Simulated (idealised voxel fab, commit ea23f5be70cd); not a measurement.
You're looking at the process module voxel trench capacitor.
We display cut, a cross-section 245 nm in width whose square cells are each 5 nm.
If you're reading a cross-section in this doc, picture square cells in a grid; it comes to you as bands, top ones listed first down to the bottom, and a band can be one or more rows of cells.
Heads up on the band format: heights come first, top then bottom, in nm. After that it's the materials left to right, each with its width in nm. A single material flagged "full width" fills the whole band edge to edge, and "blank" means there's empty space there.
Counting heights begins at 0, where everything beneath is, in the wafer as received, one material. The lowest band has no bottom; it goes on downwards, as "0 down" shows.
Width spec "30..40" -> top row of cells at first value, bottom row at second value, equal per-row change in between.
"left unchanged" (step): cross-section cells unchanged, all of them.
Empty spaces counting at least 8 cells and having no open way to the top are listed in "Entrapped void list". The notation width x height at distance is used for each, the distance being from the left edge and all three values in nm.
Where a step's line continues beyond its settings, the continuation is a remark by the simulator itself on that step.
overlay nm: where the mask lay relative to plan, measured to the right, on steps with a mask; negatives go left.
THE PLANNED PROCESS STEPS ARE ENUMERATED HEREUNDER
1 RECEIVE with material Si
2 CONFORMAL_DEP with material SiN, thk nm 10
3 DIRECTIONAL_DEP with material aC, thk nm 15
4 PATTERN with tone open, mask id TRENCH, material resist, width nm 20, pitch nm 40, thk nm 35, overlay nm 0
5 DIRECTIONAL_ETCH with etch materials aC, depth nm 15
6 STRIP with etch materials resist
7 DIRECTIONAL_ETCH with etch materials SiN, depth nm 10
8 DIRECTIONAL_ETCH with etch materials Si, depth nm 30
9 STRIP with etch materials aC
10 CONFORMAL_DEP with material Al2O3, thk nm 5
11 FILL_DEP with material polySi, thk nm 10
12 CMP with height nm 10
CROSS-SECTION OF THE WAFER AT RECEIPT, WHICH IS THE CONDITION AFTER STEP 1
	0 down  Si full width
	Entrapped void list: none
SAME STARTING WAFER, SAME PLAN AS ABOVE, ONE MISTAKE IN THE EXECUTION; THIS IS THE CROSS-SECTION AT THE END OF THE MODULE
	10 to 0  SiN: 95  Al2O3: 5  polySi: 5  Al2O3: 5  SiN: 25  Al2O3: 5  polySi: 5  Al2O3: 5  SiN: 95
	0 to -25  Si: 95  Al2O3: 5  polySi: 5  Al2O3: 5  Si: 25  Al2O3: 5  polySi: 5  Al2O3: 5  Si: 95
	-25 to -30  Si: 95  Al2O3: 15  Si: 25  Al2O3: 15  Si: 95
	-30 down  Si full width
	Entrapped void list: none
Diagnosis: step 4 went in with a setting other than planned; the actual run was PATTERN with tone open, mask id TRENCH, material resist, width nm 15, pitch nm 40, thk nm 35, overlay nm 0
